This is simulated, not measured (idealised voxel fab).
The following process module bears the name voxel wiring stack.
Displayed cross-section: cut, width of 205 nm, square cells sized 5 nm.
When this document writes out a cross-section, it uses a grid of square cells and lists it as bands, beginning at the top and moving down, with a band standing for one or more rows of cells. A band entry consists of two parts. The first gives the height of the band's top and the height of its bottom, in nm. The rest lists the band's materials from left to right, each with its width in nm. A single material labelled with the word "edge to edge" fills the band from edge to edge, and the word "blank" marks empty space. Height reference: 0 = level under which incoming wafer is all one material. Lowest band: no bottom, runs on downward, e.g. "top 0, no bottom". When a width is written as two numbers, as in "30..40", the first number is the width in the top row of cells of the band and the second is the width in its bottom row, and the width changes by the same amount from each row to the next. "nothing changed", as given for a step, is the statement that not any cell of the cross-section underwent a change during that step. In the "Voids, sealed" entry, you get each enclosed empty space of 8 cells or more, one with no open way to the top, written width x height at distance, distance from the left edge, in nm. Post-settings text on a step line: simulator's own remark regarding the step. The "overlay nm" setting may appear on a step's line; for a step that uses a mask, it gives how far to the right of its planned position the mask lay, and a negative value indicates the left.

plan:
1) RECEIVE with material Si
2) CONFORMAL_DEP with material SiO2, thk nm 15
3) DIRECTIONAL_DEP with material TiN, thk nm 5
4) DIRECTIONAL_DEP with material W, thk nm 20
5) DIRECTIONAL_DEP with material aC, thk nm 10
6) PATTERN with tone cover, mask id METAL_1, material resist, width nm 20, pitch nm 35, thk nm 30, overlay nm 0
7) DIRECTIONAL_ETCH with etch materials aC, depth nm 10
8) STRIP with etch materials resist
9) DIRECTIONAL_ETCH with etch materials W, depth nm 20
10) DIRECTIONAL_ETCH with etch materials TiN, depth nm 5
11) STRIP with etch materials aC
12) CONFORMAL_DEP with material SiN, thk nm 5
13) FILL_DEP with material SiO2, thk nm 5
14) CMP with height nm 40
15) CONFORMAL_DEP with material SiCN, thk nm 5
16) DIRECTIONAL_DEP with material lowk, thk nm 30
17) MASKED_ETCH with tone open, mask id METAL_2_HOLES, width nm 15, pitch nm 70, etch materials lowk, depth nm 30, overlay nm 0
18) PATTERN with tone open, mask id METAL_2, material resist, width nm 20, pitch nm 35, thk nm 20, overlay nm 0
19) DIRECTIONAL_ETCH with etch materials lowk, depth nm 15
20) DIRECTIONAL_ETCH with etch materials SiCN, depth nm 5
21) STRIP with etch materials resist
22) CONFORMAL_DEP with material TiN, thk nm 5
23) FILL_DEP with material Ru, thk nm 5
24) CMP with height nm 75
25) CONFORMAL_DEP with material SiCN, thk nm 5
26) DIRECTIONAL_DEP with material SiO2, thk nm 35
27) DIRECTIONAL_DEP with material aC, thk nm 15
28) PATTERN with tone open, mask id METAL_3, material resist, width nm 20, pitch nm 35, thk nm 30, overlay nm 0
29) DIRECTIONAL_ETCH with etch materials aC, depth nm 15
30) STRIP with etch materials resist
31) DIRECTIONAL_ETCH with etch materials SiO2, depth nm 20
32) STRIP with etch materials aC
33) MASKED_ETCH with tone open, mask id METAL_3_HOLES, width nm 15, pitch nm 70, etch materials SiO2, depth nm 15, overlay nm 0
34) MASKED_ETCH with tone open, mask id METAL_3_HOLES, width nm 15, pitch nm 70, etch materials SiCN, depth nm 5, overlay nm 0
35) CONFORMAL_DEP with material TiN, thk nm 5
36) FILL_DEP with material Ru, thk nm 5
37) CMP with height nm 115
38) CONFORMAL_DEP with material SiCN, thk nm 5
39) DIRECTIONAL_DEP with material SiO2, thk nm 35
40) DIRECTIONAL_DEP with material aC, thk nm 10
41) PATTERN with tone open, mask id METAL_4, material resist, width nm 20, pitch nm 35, thk nm 25, overlay nm 0
42) DIRECTIONAL_ETCH with etch materials aC, depth nm 10
43) STRIP with etch materials resist
44) DIRECTIONAL_ETCH with etch materials SiO2, depth nm 20
45) STRIP with etch materials aC
46) PATTERN with tone open, mask id METAL_4_HOLES, material resist, width nm 15, pitch nm 70, thk nm 20, overlay nm 0
47) DIRECTIONAL_ETCH with etch materials SiO2, depth nm 15
48) DIRECTIONAL_ETCH with etch materials SiCN, depth nm 5
49) STRIP with etch materials resist
50) CONFORMAL_DEP with material TiN, thk nm 5
51) FILL_DEP with material Cu, thk nm 10
52) CMP with height nm 155
53) CONFORMAL_DEP with material SiCN, thk nm 5

First wafer out of two, processed as planned:

Cross-section: wafer on arrival = after step 1:
top 0, no bottom | Si edge to edge
Voids, sealed: none

Step 2 done - wafer cross-section:
top 15, bottom 0 | SiO2 edge to edge
Below 0, the layers are the same as they were.

Step 3 done - wafer cross-section:
top 20, bottom 15 | TiN edge to edge
Below 15, the layers are the same as they were.

Step 4 done - wafer cross-section:
top 40, bottom 20 | W edge to edge
Below 20, the layers are the same as they were.

Step 5 done - wafer cross-section:
top 50, bottom 40 | aC edge to edge
Below 40, the layers are the same as they were.

Step 6 done - wafer cross-section:
top 80, bottom 50 | 40 of blank, 20 of resist, 15 of blank, 20 of resist, 15 of blank, 20 of resist, 15 of blank, 20 of resist, 40 of blank
Below 50, the layers are the same as they were.

Step 7 done - wafer cross-section:
top 70, bottom 50 | 40 of blank, 20 of resist, 15 of blank, 20 of resist, 15 of blank, 20 of resist, 15 of blank, 20 of resist, 40 of blank
top 50, bottom 40 | 40 of blank, 20 of aC, 15 of blank, 20 of aC, 15 of blank, 20 of aC, 15 of blank, 20 of aC, 40 of blank
Below 40, the layers are the same as they were.

Step 8 done - wafer cross-section:
top 50, bottom 40 | 40 of blank, 20 of aC, 15 of blank, 20 of aC, 15 of blank, 20 of aC, 15 of blank, 20 of aC, 40 of blank
Below 40, the layers are the same as they were.

Step 9 done - wafer cross-section:
top 50, bottom 40 | 40 of blank, 20 of aC, 15 of blank, 20 of aC, 15 of blank, 20 of aC, 15 of blank, 20 of aC, 40 of blank
top 40, bottom 20 | 40 of blank, 20 of W, 15 of blank, 20 of W, 15 of blank, 20 of W, 15 of blank, 20 of W, 40 of blank
Below 20, the layers are the same as they were.

Step 10 done - wafer cross-section:
top 50, bottom 40 | 40 of blank, 20 of aC, 15 of blank, 20 of aC, 15 of blank, 20 of aC, 15 of blank, 20 of aC, 40 of blank
top 40, bottom 20 | 40 of blank, 20 of W, 15 of blank, 20 of W, 15 of blank, 20 of W, 15 of blank, 20 of W, 40 of blank
top 20, bottom 15 | 40 of blank, 20 of TiN, 15 of blank, 20 of TiN, 15 of blank, 20 of TiN, 15 of blank, 20 of TiN, 40 of blank
Below 15, the layers are the same as they were.

Step 11 done - wafer cross-section:
top 40, bottom 20 | 40 of blank, 20 of W, 15 of blank, 20 of W, 15 of blank, 20 of W, 15 of blank, 20 of W, 40 of blank
Below 20, the layers are the same as they were.

Step 12 done - wafer cross-section:
top 45, bottom 40 | 35 of blank, 30 of SiN, 5 of blank, 30 of SiN, 5 of blank, 30 of SiN, 5 of blank, 30 of SiN, 35 of blank
top 40, bottom 20 | 35 of blank, 5 of SiN, 20 of W, 5 of SiN, 5 of blank, 5 of SiN, 20 of W, 5 of SiN, 5 of blank, 5 of SiN, 20 of W, 5 of SiN, 5 of blank, 5 of SiN, 20 of W, 5 of SiN, 35 of blank
top 20, bottom 15 | 40 of SiN, 20 of TiN, 15 of SiN, 20 of TiN, 15 of SiN, 20 of TiN, 15 of SiN, 20 of TiN, 40 of SiN
Below 15, the layers are the same as they were.

Step 13 done - wafer cross-section:
top 50, bottom 45 | SiO2 edge to edge
top 45, bottom 40 | 35 of SiO2, 30 of SiN, 5 of SiO2, 30 of SiN, 5 of SiO2, 30 of SiN, 5 of SiO2, 30 of SiN, 35 of SiO2
top 40, bottom 20 | 35 of SiO2, 5 of SiN, 20 of W, 5 of SiN, 5 of SiO2, 5 of SiN, 20 of W, 5 of SiN, 5 of SiO2, 5 of SiN, 20 of W, 5 of SiN, 5 of SiO2, 5 of SiN, 20 of W, 5 of SiN, 35 of SiO2
Below 20, the layers are the same as they were.

Step 14 done - wafer cross-section:
top 40, bottom 20 | 35 of SiO2, 5 of SiN, 20 of W, 5 of SiN, 5 of SiO2, 5 of SiN, 20 of W, 5 of SiN, 5 of SiO2, 5 of SiN, 20 of W, 5 of SiN, 5 of SiO2, 5 of SiN, 20 of W, 5 of SiN, 35 of SiO2
Below 20, the layers are the same as they were.

Step 15 done - wafer cross-section:
top 45, bottom 40 | SiCN edge to edge
Below 40, the layers are the same as they were.

Step 16 done - wafer cross-section:
top 75, bottom 45 | lowk edge to edge
Below 45, the layers are the same as they were.

Step 17 done - wafer cross-section:
top 75, bottom 45 | 40 of lowk, 15 of blank, 55 of lowk, 15 of blank, 80 of lowk
Below 45, the layers are the same as they were.

Step 18 done - wafer cross-section:
top 95, bottom 75 | 40 of resist, 20 of blank, 15 of resist, 20 of blank, 15 of resist, 20 of blank, 15 of resist, 20 of blank, 40 of resist
Below 75, the layers are the same as they were.

Step 19 done - wafer cross-section:
top 95, bottom 75 | 40 of resist, 20 of blank, 15 of resist, 20 of blank, 15 of resist, 20 of blank, 15 of resist, 20 of blank, 40 of resist
top 75, bottom 60 | 40 of lowk, 20 of blank, 15 of lowk, 20 of blank, 15 of lowk, 20 of blank, 15 of lowk, 20 of blank, 40 of lowk
Below 60, the layers are the same as they were.

Step 20 done - wafer cross-section:
top 95, bottom 75 | 40 of resist, 20 of blank, 15 of resist, 20 of blank, 15 of resist, 20 of blank, 15 of resist, 20 of blank, 40 of resist
top 75, bottom 60 | 40 of lowk, 20 of blank, 15 of lowk, 20 of blank, 15 of lowk, 20 of blank, 15 of lowk, 20 of blank, 40 of lowk
top 60, bottom 45 | 40 of lowk, 15 of blank, 55 of lowk, 15 of blank, 80 of lowk
top 45, bottom 40 | 40 of SiCN, 15 of blank, 55 of SiCN, 15 of blank, 80 of SiCN
Below 40, the layers are the same as they were.

Step 21 done - wafer cross-section:
top 75, bottom 60 | 40 of lowk, 20 of blank, 15 of lowk, 20 of blank, 15 of lowk, 20 of blank, 15 of lowk, 20 of blank, 40 of lowk
Below 60, the layers are the same as they were.

Step 22 done - wafer cross-section:
top 80, bottom 75 | 45 of TiN, 10 of blank, 25 of TiN, 10 of blank, 25 of TiN, 10 of blank, 25 of TiN, 10 of blank, 45 of TiN
top 75, bottom 65 | 40 of lowk, 5 of TiN, 10 of blank, 5 of TiN, 15 of lowk, 5 of TiN, 10 of blank, 5 of TiN, 15 of lowk, 5 of TiN, 10 of blank, 5 of TiN, 15 of lowk, 5 of TiN, 10 of blank, 5 of TiN, 40 of lowk
top 65, bottom 60 | 40 of lowk, 5 of TiN, 5 of blank, 10 of TiN, 15 of lowk, 20 of TiN, 15 of lowk, 5 of TiN, 5 of blank, 10 of TiN, 15 of lowk, 20 of TiN, 40 of lowk
top 60, bottom 45 | 40 of lowk, 5 of TiN, 5 of blank, 5 of TiN, 55 of lowk, 5 of TiN, 5 of blank, 5 of TiN, 80 of lowk
top 45, bottom 40 | 40 of SiCN, 15 of TiN, 55 of SiCN, 15 of TiN, 80 of SiCN
Below 40, the layers are the same as they were.

Step 23 done - wafer cross-section:
top 85, bottom 80 | Ru edge to edge
top 80, bottom 75 | 45 of TiN, 10 of Ru, 25 of TiN, 10 of Ru, 25 of TiN, 10 of Ru, 25 of TiN, 10 of Ru, 45 of TiN
top 75, bottom 65 | 40 of lowk, 5 of TiN, 10 of Ru, 5 of TiN, 15 of lowk, 5 of TiN, 10 of Ru, 5 of TiN, 15 of lowk, 5 of TiN, 10 of Ru, 5 of TiN, 15 of lowk, 5 of TiN, 10 of Ru, 5 of TiN, 40 of lowk
top 65, bottom 60 | 40 of lowk, 5 of TiN, 5 of Ru, 10 of TiN, 15 of lowk, 20 of TiN, 15 of lowk, 5 of TiN, 5 of Ru, 10 of TiN, 15 of lowk, 20 of TiN, 40 of lowk
top 60, bottom 45 | 40 of lowk, 5 of TiN, 5 of Ru, 5 of TiN, 55 of lowk, 5 of TiN, 5 of Ru, 5 of TiN, 80 of lowk
Below 45, the layers are the same as they were.

Step 24 done - wafer cross-section:
top 75, bottom 65 | 40 of lowk, 5 of TiN, 10 of Ru, 5 of TiN, 15 of lowk, 5 of TiN, 10 of Ru, 5 of TiN, 15 of lowk, 5 of TiN, 10 of Ru, 5 of TiN, 15 of lowk, 5 of TiN, 10 of Ru, 5 of TiN, 40 of lowk
Below 65, the layers are the same as they were.

Step 25 done - wafer cross-section:
top 80, bottom 75 | SiCN edge to edge
Below 75, the layers are the same as they were.

Step 26 done - wafer cross-section:
top 115, bottom 80 | SiO2 edge to edge
Below 80, the layers are the same as they were.

Step 27 done - wafer cross-section:
top 130, bottom 115 | aC edge to edge
Below 115, the layers are the same as they were.

Step 28 done - wafer cross-section:
top 160, bottom 130 | 40 of resist, 20 of blank, 15 of resist, 20 of blank, 15 of resist, 20 of blank, 15 of resist, 20 of blank, 40 of resist
Below 130, the layers are the same as they were.

Step 29 done - wafer cross-section:
top 145, bottom 130 | 40 of resist, 20 of blank, 15 of resist, 20 of blank, 15 of resist, 20 of blank, 15 of resist, 20 of blank, 40 of resist
top 130, bottom 115 | 40 of aC, 20 of blank, 15 of aC, 20 of blank, 15 of aC, 20 of blank, 15 of aC, 20 of blank, 40 of aC
Below 115, the layers are the same as they were.

Step 30 done - wafer cross-section:
top 130, bottom 115 | 40 of aC, 20 of blank, 15 of aC, 20 of blank, 15 of aC, 20 of blank, 15 of aC, 20 of blank, 40 of aC
Below 115, the layers are the same as they were.

Step 31 done - wafer cross-section:
top 130, bottom 115 | 40 of aC, 20 of blank, 15 of aC, 20 of blank, 15 of aC, 20 of blank, 15 of aC, 20 of blank, 40 of aC
top 115, bottom 95 | 40 of SiO2, 20 of blank, 15 of SiO2, 20 of blank, 15 of SiO2, 20 of blank, 15 of SiO2, 20 of blank, 40 of SiO2
Below 95, the layers are the same as they were.

Step 32 done - wafer cross-section:
top 115, bottom 95 | 40 of SiO2, 20 of blank, 15 of SiO2, 20 of blank, 15 of SiO2, 20 of blank, 15 of SiO2, 20 of blank, 40 of SiO2
Below 95, the layers are the same as they were.

Step 33 done - wafer cross-section:
top 115, bottom 95 | 40 of SiO2, 20 of blank, 15 of SiO2, 20 of blank, 15 of SiO2, 20 of blank, 15 of SiO2, 20 of blank, 40 of SiO2
top 95, bottom 80 | 40 of SiO2, 15 of blank, 55 of SiO2, 15 of blank, 80 of SiO2
Below 80, the layers are the same as they were.

Step 34 done - wafer cross-section:
top 115, bottom 95 | 40 of SiO2, 20 of blank, 15 of SiO2, 20 of blank, 15 of SiO2, 20 of blank, 15 of SiO2, 20 of blank, 40 of SiO2
top 95, bottom 80 | 40 of SiO2, 15 of blank, 55 of SiO2, 15 of blank, 80 of SiO2
top 80, bottom 75 | 40 of SiCN, 15 of blank, 55 of SiCN, 15 of blank, 80 of SiCN
Below 75, the layers are the same as they were.

Step 35 done - wafer cross-section:
top 120, bottom 115 | 45 of TiN, 10 of blank, 25 of TiN, 10 of blank, 25 of TiN, 10 of blank, 25 of TiN, 10 of blank, 45 of TiN
top 115, bottom 100 | 40 of SiO2, 5 of TiN, 10 of blank, 5 of TiN, 15 of SiO2, 5 of TiN, 10 of blank, 5 of TiN, 15 of SiO2, 5 of TiN, 10 of blank, 5 of TiN, 15 of SiO2, 5 of TiN, 10 of blank, 5 of TiN, 40 of SiO2
top 100, bottom 95 | 40 of SiO2, 5 of TiN, 5 of blank, 10 of TiN, 15 of SiO2, 20 of TiN, 15 of SiO2, 5 of TiN, 5 of blank, 10 of TiN, 15 of SiO2, 20 of TiN, 40 of SiO2
top 95, bottom 80 | 40 of SiO2, 5 of TiN, 5 of blank, 5 of TiN, 55 of SiO2, 5 of TiN, 5 of blank, 5 of TiN, 80 of SiO2
top 80, bottom 75 | 40 of SiCN, 15 of TiN, 55 of SiCN, 15 of TiN, 80 of SiCN
Below 75, the layers are the same as they were.

Step 36 done - wafer cross-section:
top 125, bottom 120 | Ru edge to edge
top 120, bottom 115 | 45 of TiN, 10 of Ru, 25 of TiN, 10 of Ru, 25 of TiN, 10 of Ru, 25 of TiN, 10 of Ru, 45 of TiN
top 115, bottom 100 | 40 of SiO2, 5 of TiN, 10 of Ru, 5 of TiN, 15 of SiO2, 5 of TiN, 10 of Ru, 5 of TiN, 15 of SiO2, 5 of TiN, 10 of Ru, 5 of TiN, 15 of SiO2, 5 of TiN, 10 of Ru, 5 of TiN, 40 of SiO2
top 100, bottom 95 | 40 of SiO2, 5 of TiN, 5 of Ru, 10 of TiN, 15 of SiO2, 20 of TiN, 15 of SiO2, 5 of TiN, 5 of Ru, 10 of TiN, 15 of SiO2, 20 of TiN, 40 of SiO2
top 95, bottom 80 | 40 of SiO2, 5 of TiN, 5 of Ru, 5 of TiN, 55 of SiO2, 5 of TiN, 5 of Ru, 5 of TiN, 80 of SiO2
Below 80, the layers are the same as they were.

Step 37 done - wafer cross-section:
top 115, bottom 100 | 40 of SiO2, 5 of TiN, 10 of Ru, 5 of TiN, 15 of SiO2, 5 of TiN, 10 of Ru, 5 of TiN, 15 of SiO2, 5 of TiN, 10 of Ru, 5 of TiN, 15 of SiO2, 5 of TiN, 10 of Ru, 5 of TiN, 40 of SiO2
Below 100, the layers are the same as they were.

Step 38 done - wafer cross-section:
top 120, bottom 115 | SiCN edge to edge
Below 115, the layers are the same as they were.

Step 39 done - wafer cross-section:
top 155, bottom 120 | SiO2 edge to edge
Below 120, the layers are the same as they were.

Step 40 done - wafer cross-section:
top 165, bottom 155 | aC edge to edge
Below 155, the layers are the same as they were.

Step 41 done - wafer cross-section:
top 190, bottom 165 | 40 of resist, 20 of blank, 15 of resist, 20 of blank, 15 of resist, 20 of blank, 15 of resist, 20 of blank, 40 of resist
Below 165, the layers are the same as they were.

Step 42 done - wafer cross-section:
top 180, bottom 165 | 40 of resist, 20 of blank, 15 of resist, 20 of blank, 15 of resist, 20 of blank, 15 of resist, 20 of blank, 40 of resist
top 165, bottom 155 | 40 of aC, 20 of blank, 15 of aC, 20 of blank, 15 of aC, 20 of blank, 15 of aC, 20 of blank, 40 of aC
Below 155, the layers are the same as they were.

Step 43 done - wafer cross-section:
top 165, bottom 155 | 40 of aC, 20 of blank, 15 of aC, 20 of blank, 15 of aC, 20 of blank, 15 of aC, 20 of blank, 40 of aC
Below 155, the layers are the same as they were.

Step 44 done - wafer cross-section:
top 165, bottom 155 | 40 of aC, 20 of blank, 15 of aC, 20 of blank, 15 of aC, 20 of blank, 15 of aC, 20 of blank, 40 of aC
top 155, bottom 135 | 40 of SiO2, 20 of blank, 15 of SiO2, 20 of blank, 15 of SiO2, 20 of blank, 15 of SiO2, 20 of blank, 40 of SiO2
Below 135, the layers are the same as they were.

Step 45 done - wafer cross-section:
top 155, bottom 135 | 40 of SiO2, 20 of blank, 15 of SiO2, 20 of blank, 15 of SiO2, 20 of blank, 15 of SiO2, 20 of blank, 40 of SiO2
Below 135, the layers are the same as they were.

Step 46 done - wafer cross-section:
top 175, bottom 155 | 40 of resist, 15 of blank, 55 of resist, 15 of blank, 80 of resist
top 155, bottom 135 | 40 of SiO2, 15 of blank, 5 of resist, 15 of SiO2, 20 of resist, 15 of SiO2, 15 of blank, 5 of resist, 15 of SiO2, 20 of resist, 40 of SiO2
Below 135, the layers are the same as they were.

Step 47 done - wafer cross-section:
top 175, bottom 155 | 40 of resist, 15 of blank, 55 of resist, 15 of blank, 80 of resist
top 155, bottom 135 | 40 of SiO2, 15 of blank, 5 of resist, 15 of SiO2, 20 of resist, 15 of SiO2, 15 of blank, 5 of resist, 15 of SiO2, 20 of resist, 40 of SiO2
top 135, bottom 120 | 40 of SiO2, 15 of blank, 55 of SiO2, 15 of blank, 80 of SiO2
Below 120, the layers are the same as they were.

Step 48 done - wafer cross-section:
top 175, bottom 155 | 40 of resist, 15 of blank, 55 of resist, 15 of blank, 80 of resist
top 155, bottom 135 | 40 of SiO2, 15 of blank, 5 of resist, 15 of SiO2, 20 of resist, 15 of SiO2, 15 of blank, 5 of resist, 15 of SiO2, 20 of resist, 40 of SiO2
top 135, bottom 120 | 40 of SiO2, 15 of blank, 55 of SiO2, 15 of blank, 80 of SiO2
top 120, bottom 115 | 40 of SiCN, 15 of blank, 55 of SiCN, 15 of blank, 80 of SiCN
Below 115, the layers are the same as they were.

Step 49 done - wafer cross-section:
top 155, bottom 135 | 40 of SiO2, 20 of blank, 15 of SiO2, 20 of blank, 15 of SiO2, 20 of blank, 15 of SiO2, 20 of blank, 40 of SiO2
Below 135, the layers are the same as they were.

Step 50 done - wafer cross-section:
top 160, bottom 155 | 45 of TiN, 10 of blank, 25 of TiN, 10 of blank, 25 of TiN, 10 of blank, 25 of TiN, 10 of blank, 45 of TiN
top 155, bottom 140 | 40 of SiO2, 5 of TiN, 10 of blank, 5 of TiN, 15 of SiO2, 5 of TiN, 10 of blank, 5 of TiN, 15 of SiO2, 5 of TiN, 10 of blank, 5 of TiN, 15 of SiO2, 5 of TiN, 10 of blank, 5 of TiN, 40 of SiO2
top 140, bottom 135 | 40 of SiO2, 5 of TiN, 5 of blank, 10 of TiN, 15 of SiO2, 20 of TiN, 15 of SiO2, 5 of TiN, 5 of blank, 10 of TiN, 15 of SiO2, 20 of TiN, 40 of SiO2
top 135, bottom 120 | 40 of SiO2, 5 of TiN, 5 of blank, 5 of TiN, 55 of SiO2, 5 of TiN, 5 of blank, 5 of TiN, 80 of SiO2
top 120, bottom 115 | 40 of SiCN, 15 of TiN, 55 of SiCN, 15 of TiN, 80 of SiCN
Below 115, the layers are the same as they were.

Step 51 done - wafer cross-section:
top 170, bottom 160 | Cu edge to edge
top 160, bottom 155 | 45 of TiN, 10 of Cu, 25 of TiN, 10 of Cu, 25 of TiN, 10 of Cu, 25 of TiN, 10 of Cu, 45 of TiN
top 155, bottom 140 | 40 of SiO2, 5 of TiN, 10 of Cu, 5 of TiN, 15 of SiO2, 5 of TiN, 10 of Cu, 5 of TiN, 15 of SiO2, 5 of TiN, 10 of Cu, 5 of TiN, 15 of SiO2, 5 of TiN, 10 of Cu, 5 of TiN, 40 of SiO2
top 140, bottom 135 | 40 of SiO2, 5 of TiN, 5 of Cu, 10 of TiN, 15 of SiO2, 20 of TiN, 15 of SiO2, 5 of TiN, 5 of Cu, 10 of TiN, 15 of SiO2, 20 of TiN, 40 of SiO2
top 135, bottom 120 | 40 of SiO2, 5 of TiN, 5 of Cu, 5 of TiN, 55 of SiO2, 5 of TiN, 5 of Cu, 5 of TiN, 80 of SiO2
Below 120, the layers are the same as they were.

Step 52 done - wafer cross-section:
top 155, bottom 140 | 40 of SiO2, 5 of TiN, 10 of Cu, 5 of TiN, 15 of SiO2, 5 of TiN, 10 of Cu, 5 of TiN, 15 of SiO2, 5 of TiN, 10 of Cu, 5 of TiN, 15 of SiO2, 5 of TiN, 10 of Cu, 5 of TiN, 40 of SiO2
Below 140, the layers are the same as they were.

Step 53 done - wafer cross-section:
top 160, bottom 155 | SiCN edge to edge
Below 155, the layers are the same as they were.

The second wafer was prepared from the same starting point and under the same plan as the first; its processing contained one mistake, and it remains indistinguishable from the first wafer up to and including step 40:

The second wafer cut through, at the time step 41 was supposed to be finished:
top 190, bottom 165 | 45 of resist, 15 of blank, 20 of resist, 15 of blank, 20 of resist, 15 of blank, 20 of resist, 15 of blank, 40 of resist
Below 165, the layers are the same as they were.

The second wafer cut through, at the time step 42 was supposed to be finished:
top 180, bottom 165 | 45 of resist, 15 of blank, 20 of resist, 15 of blank, 20 of resist, 15 of blank, 20 of resist, 15 of blank, 40 of resist
top 165, bottom 155 | 45 of aC, 15 of blank, 20 of aC, 15 of blank, 20 of aC, 15 of blank, 20 of aC, 15 of blank, 40 of aC
Below 155, the layers are the same as they were.

The second wafer cut through, at the time step 43 was supposed to be finished:
top 165, bottom 155 | 45 of aC, 15 of blank, 20 of aC, 15 of blank, 20 of aC, 15 of blank, 20 of aC, 15 of blank, 40 of aC
Below 155, the layers are the same as they were.

The second wafer cut through, at the time step 44 was supposed to be finished:
top 165, bottom 155 | 45 of aC, 15 of blank, 20 of aC, 15 of blank, 20 of aC, 15 of blank, 20 of aC, 15 of blank, 40 of aC
top 155, bottom 135 | 45 of SiO2, 15 of blank, 20 of SiO2, 15 of blank, 20 of SiO2, 15 of blank, 20 of SiO2, 15 of blank, 40 of SiO2
Below 135, the layers are the same as they were.

The second wafer cut through, at the time step 45 was supposed to be finished:
top 155, bottom 135 | 45 of SiO2, 15 of blank, 20 of SiO2, 15 of blank, 20 of SiO2, 15 of blank, 20 of SiO2, 15 of blank, 40 of SiO2
Below 135, the layers are the same as they were.

The second wafer cut through, at the time step 46 was supposed to be finished:
top 175, bottom 155 | 40 of resist, 15 of blank, 55 of resist, 15 of blank, 80 of resist
top 155, bottom 135 | 45 of SiO2, 10 of blank, 5 of resist, 20 of SiO2, 15 of resist, 20 of SiO2, 10 of blank, 5 of resist, 20 of SiO2, 15 of resist, 40 of SiO2
Below 135, the layers are the same as they were.

The second wafer cut through, at the time step 47 was supposed to be finished:
top 175, bottom 155 | 40 of resist, 15 of blank, 55 of resist, 15 of blank, 80 of resist
top 155, bottom 140 | 40 of SiO2, 15 of blank, 5 of resist, 20 of SiO2, 15 of resist, 15 of SiO2, 15 of blank, 5 of resist, 20 of SiO2, 15 of resist, 40 of SiO2
top 140, bottom 135 | 45 of SiO2, 10 of blank, 5 of resist, 20 of SiO2, 15 of resist, 20 of SiO2, 10 of blank, 5 of resist, 20 of SiO2, 15 of resist, 40 of SiO2
top 135, bottom 120 | 45 of SiO2, 10 of blank, 60 of SiO2, 10 of blank, 80 of SiO2
Below 120, the layers are the same as they were.

The second wafer cut through, at the time step 48 was supposed to be finished:
top 175, bottom 155 | 40 of resist, 15 of blank, 55 of resist, 15 of blank, 80 of resist
top 155, bottom 140 | 40 of SiO2, 15 of blank, 5 of resist, 20 of SiO2, 15 of resist, 15 of SiO2, 15 of blank, 5 of resist, 20 of SiO2, 15 of resist, 40 of SiO2
top 140, bottom 135 | 45 of SiO2, 10 of blank, 5 of resist, 20 of SiO2, 15 of resist, 20 of SiO2, 10 of blank, 5 of resist, 20 of SiO2, 15 of resist, 40 of SiO2
top 135, bottom 120 | 45 of SiO2, 10 of blank, 60 of SiO2, 10 of blank, 80 of SiO2
top 120, bottom 115 | 45 of SiCN, 10 of blank, 60 of SiCN, 10 of blank, 80 of SiCN
Below 115, the layers are the same as they were.

The second wafer cut through, at the time step 49 was supposed to be finished:
top 155, bottom 140 | 40 of SiO2, 20 of blank, 20 of SiO2, 15 of blank, 15 of SiO2, 20 of blank, 20 of SiO2, 15 of blank, 40 of SiO2
top 140, bottom 135 | 45 of SiO2, 15 of blank, 20 of SiO2, 15 of blank, 20 of SiO2, 15 of blank, 20 of SiO2, 15 of blank, 40 of SiO2
Below 135, the layers are the same as they were.

The second wafer cut through, at the time step 50 was supposed to be finished:
top 160, bottom 155 | 45 of TiN, 10 of blank, 30 of TiN, 5 of blank, 25 of TiN, 10 of blank, 30 of TiN, 5 of blank, 45 of TiN
top 155, bottom 145 | 40 of SiO2, 5 of TiN, 10 of blank, 5 of TiN, 20 of SiO2, 5 of TiN, 5 of blank, 5 of TiN, 15 of SiO2, 5 of TiN, 10 of blank, 5 of TiN, 20 of SiO2, 5 of TiN, 5 of blank, 5 of TiN, 40 of SiO2
top 145, bottom 140 | 40 of SiO2, 10 of TiN, 5 of blank, 5 of TiN, 20 of SiO2, 5 of TiN, 5 of blank, 5 of TiN, 15 of SiO2, 10 of TiN, 5 of blank, 5 of TiN, 20 of SiO2, 5 of TiN, 5 of blank, 5 of TiN, 40 of SiO2
top 140, bottom 135 | 45 of SiO2, 15 of TiN, 20 of SiO2, 15 of TiN, 20 of SiO2, 15 of TiN, 20 of SiO2, 15 of TiN, 40 of SiO2
top 135, bottom 120 | 45 of SiO2, 10 of TiN, 60 of SiO2, 10 of TiN, 80 of SiO2
top 120, bottom 115 | 45 of SiCN, 10 of TiN, 60 of SiCN, 10 of TiN, 80 of SiCN
Below 115, the layers are the same as they were.

The second wafer cut through, at the time step 51 was supposed to be finished:
top 170, bottom 160 | Cu edge to edge
top 160, bottom 155 | 45 of TiN, 10 of Cu, 30 of TiN, 5 of Cu, 25 of TiN, 10 of Cu, 30 of TiN, 5 of Cu, 45 of TiN
top 155, bottom 145 | 40 of SiO2, 5 of TiN, 10 of Cu, 5 of TiN, 20 of SiO2, 5 of TiN, 5 of Cu, 5 of TiN, 15 of SiO2, 5 of TiN, 10 of Cu, 5 of TiN, 20 of SiO2, 5 of TiN, 5 of Cu, 5 of TiN, 40 of SiO2
top 145, bottom 140 | 40 of SiO2, 10 of TiN, 5 of Cu, 5 of TiN, 20 of SiO2, 5 of TiN, 5 of Cu, 5 of TiN, 15 of SiO2, 10 of TiN, 5 of Cu, 5 of TiN, 20 of SiO2, 5 of TiN, 5 of Cu, 5 of TiN, 40 of SiO2
Below 140, the layers are the same as they were.

The second wafer cut through, at the time step 52 was supposed to be finished:
top 155, bottom 145 | 40 of SiO2, 5 of TiN, 10 of Cu, 5 of TiN, 20 of SiO2, 5 of TiN, 5 of Cu, 5 of TiN, 15 of SiO2, 5 of TiN, 10 of Cu, 5 of TiN, 20 of SiO2, 5 of TiN, 5 of Cu, 5 of TiN, 40 of SiO2
Below 145, the layers are the same as they were.

The second wafer cut through, at the time step 53 was supposed to be finished:
top 160, bottom 155 | SiCN edge to edge
Below 155, the layers are the same as they were.
what went wrong: step 41 was run on a setting that differed from the plan, and what really ran there is PATTERN with tone open, mask id METAL_4, material resist, width nm 15, pitch nm 35, thk nm 25, overlay nm 0
Counted in cells at the end, the second wafer holds more or fewer of these materials than the first: 16 fewer of Cu | 2 more of SiCN | 16 more of SiO2 | 2 fewer of TiN
